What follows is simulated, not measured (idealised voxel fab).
Documented hereafter: the process module known as voxel released beams.
cross-section cut | 295 nm wide | cells 5 nm
In what follows, cross-sections appear as grids of square cells, described through bands that run from the top down, where every band is one or more rows of cells.
Heights first: top, then bottom, in nm. Then materials, left to right, each with a width in nm. "full width" on a single material: fills the band edge to edge. "air": empty space.
For the purposes of this specification, 0 denotes the height below which the wafer in its as-received condition is composed wholly of one material, and the lowermost band, lacking a lower limit, extends downward without end, as expressed in "0..down".
So if you see something like "30 to 40" for the width, read it as the top row of the band sitting at the first number and the bottom row at the second, with every row in between moving by the same amount as the last.
For the purposes of this document, the phrase "remains unaltered" attached to a step denotes that no cell within the cross-section was modified by that step.
The entry titled "Fully sealed cavities" provides the empty spaces that have no open way to the top, restricted to those of 8 cells or more. Each is presented as width x height at distance, the distance being measured from the left edge, with all three in nm.
That trailing text on a step's line, after the settings, is the simulator's own remark on the step.
overlay nm: mask right of planned place by this much (step with mask). Neg. = left.

### Set out below are the planned steps of the process
1,RECEIVE [material Si]
2,CONFORMAL_DEP [material SiN] [thk nm 5]
3,DIRECTIONAL_DEP [material SiO2] [thk nm 15]
4,PATTERN [tone open] [mask id ANCHOR] [material resist] [width nm 35] [thk nm 15] [overlay nm 0]
5,DIRECTIONAL_ETCH [etch materials SiO2] [depth nm 15]
6,STRIP [etch materials resist]
7,CONFORMAL_DEP [material polySi] [thk nm 15]
8,DIRECTIONAL_DEP [material aC] [thk nm 15]
9,PATTERN [tone cover] [mask id BEAM] [material resist] [width nm 110] [thk nm 35] [overlay nm 0]
10,DIRECTIONAL_ETCH [etch materials aC] [depth nm 15]
11,STRIP [etch materials resist]
12,DIRECTIONAL_ETCH [etch materials polySi] [depth nm 15]
13,STRIP [etch materials aC]
14,STRIP [etch materials SiO2]

### Cross-sectional view of the wafer in its as-received condition, corresponding to the state after step 1
	0..down  Si full width
	Fully sealed cavities: none

### Cross-section taken at module completion on the first of two wafers; processed per the plan
	35..20  air=90; polySi=20; air=5; polySi=85; air=95
	20..5  air=95; polySi=35; air=165
	5..0  SiN full width
	0..down  Si full width
	Fully sealed cavities: none

### Cross-sectional image of the second wafer of the two following completion of the module. Starting state and process plan were the same as for the first wafer; one execution error occurred
	35..20  air=90; polySi=110; air=95
	20..15  SiN full width
	15..0  SiO2 full width
	0..down  Si full width
	Fully sealed cavities: none
Processing error: it was found that steps 2 and 3 of the process plan had been performed in exchanged positions
Counted in cells at the end, the second wafer holds more or fewer of these materials than the first: SiO2: 177 more | polySi: 18 fewer
